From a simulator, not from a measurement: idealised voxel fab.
This section sets out a process module, namely voxel capacitor over wiring.
Xsec cut, 205 nm wide, square cell size 5 nm.
Reading order for cross-sections: top band down to bottom band. Underlying form: a grid of square cells. Band size: one or more rows of cells. It is stipulated that each band's entry specify, in nanometres, the height of the top of the band and then that of its bottom, followed by the materials of the band in left-to-right sequence, each together with its width in nanometres. A single material marked by the word "edge to edge" is understood to fill the band from edge to edge; the word "air" is understood to denote empty space. Measure heights from 0. That's the level where, below it, the as-received wafer is all one material. The lowest band is bottomless and extends downward; write it as in "0 -> down". The width entry "30..40" should be interpreted row by row: the top row of cells in the band takes the first number, the bottom row takes the second number, and the change between adjacent rows is uniform throughout. Key: "nothing got changed" - step with no changed cell in the cross-section. Each empty space that has no open way to the top and spans at least 8 cells appears under "Entrapped void list" as width x height at distance, the distance counted from the left edge, all in nm. That trailing text on a step's line, after the settings, is the simulator's own remark on the step. overlay nm: on a step with a mask, how far right of its planned place the mask lay; negative means left.

## Steps in the process plan
step 1: RECEIVE (material Si)
step 2: CONFORMAL_DEP (material SiO2; thk nm 10)
step 3: CONFORMAL_DEP (material SiCN; thk nm 5)
step 4: DIRECTIONAL_DEP (material SiO2; thk nm 25)
step 5: MASKED_ETCH (tone open; mask id METAL_1; width nm 20; pitch nm 75; etch materials SiO2; depth nm 25; overlay nm 0)
step 6: MASKED_ETCH (tone open; mask id METAL_1; width nm 20; pitch nm 75; etch materials SiCN; depth nm 5; overlay nm 0)
step 7: CONFORMAL_DEP (material TiN; thk nm 5)
step 8: FILL_DEP (material Cu; thk nm 5)
step 9: CMP (height nm 40)
step 10: CONFORMAL_DEP (material SiCN; thk nm 5)
step 11: DIRECTIONAL_DEP (material lowk; thk nm 20)
step 12: PATTERN (tone open; mask id PLUG_1; material resist; width nm 15; thk nm 20; overlay nm 0)
step 13: DIRECTIONAL_ETCH (etch materials lowk; depth nm 20)
step 14: DIRECTIONAL_ETCH (etch materials SiCN; depth nm 5)
step 15: STRIP (etch materials resist)
step 16: EPI (material Ru; thk nm 10)
step 17: EPI (material Ru; thk nm 10)
step 18: EPI (material Ru; thk nm 5)
step 19: DIRECTIONAL_DEP (material TiN; thk nm 10)
step 20: DIRECTIONAL_DEP (material SiN; thk nm 5)
step 21: DIRECTIONAL_DEP (material TiN; thk nm 10)
step 22: PATTERN (tone cover; mask id UPPER_PLATE; material resist; width nm 60; thk nm 15; overlay nm 0)
step 23: DIRECTIONAL_ETCH (etch materials TiN; depth nm 10)
step 24: DIRECTIONAL_ETCH (etch materials SiN; depth nm 5)
step 25: STRIP (etch materials resist)
step 26: DIRECTIONAL_DEP (material aC; thk nm 15)
step 27: PATTERN (tone cover; mask id LOWER_PLATE; material resist; width nm 70; thk nm 30; overlay nm 0)
step 28: DIRECTIONAL_ETCH (etch materials aC; depth nm 15)
step 29: STRIP (etch materials resist)
step 30: DIRECTIONAL_ETCH (etch materials TiN; depth nm 10)
step 31: STRIP (etch materials aC)
step 32: FILL_DEP (material SiO2; thk nm 15)
step 33: CMP (height nm 100)
step 34: PATTERN (tone open; mask id PLUG_2; material resist; width nm 15; thk nm 15; overlay nm 0)
step 35: DIRECTIONAL_ETCH (etch materials SiO2; depth nm 10)
step 36: STRIP (etch materials resist)
step 37: CONFORMAL_DEP (material TiN; thk nm 5)
step 38: FILL_DEP (material Ru; thk nm 5)
step 39: CMP (height nm 100)
step 40: CONFORMAL_DEP (material SiCN; thk nm 5)

## Wafer cross-section on receipt, i.e. after step 1
* 0 -> down: Si edge to edge
* Entrapped void list: none

## Starting wafer: above. Plan: above. Run: one mistake. Cross-section after the module: below
* 105 -> 100: SiCN edge to edge
* 100 -> 95: SiO2 70  TiN 5  Ru 5  TiN 5  SiO2 120
* 95 -> 90: SiO2 70  TiN 15  SiO2 120
* 90 -> 80: SiO2 60  TiN 60  SiO2 85
* 80 -> 75: SiO2 60  SiN 60  SiO2 85
* 75 -> 65: SiO2 55  TiN 70  SiO2 80
* 65 -> 45: lowk 60  Ru 15  lowk 130
* 45 -> 40: SiCN 60  Ru 15  SiCN 130
* 40 -> 20: SiO2 55  TiN 5  Cu 15  TiN 5  SiO2 50  TiN 5  Cu 15  TiN 5  SiO2 50
* 20 -> 15: SiO2 55  TiN 5  Cu 10  TiN 10  SiO2 50  TiN 5  Cu 10  TiN 10  SiO2 50
* 15 -> 10: SiCN 55  TiN 20  SiCN 55  TiN 20  SiCN 55
* 10 -> 0: SiO2 edge to edge
* 0 -> down: Si edge to edge
* Entrapped void list: none
Error vs. plan: step 5 did not use the planned setting and instead ran as MASKED_ETCH (tone open; mask id METAL_1; width nm 25; pitch nm 75; etch materials SiO2; depth nm 25; overlay nm 0)
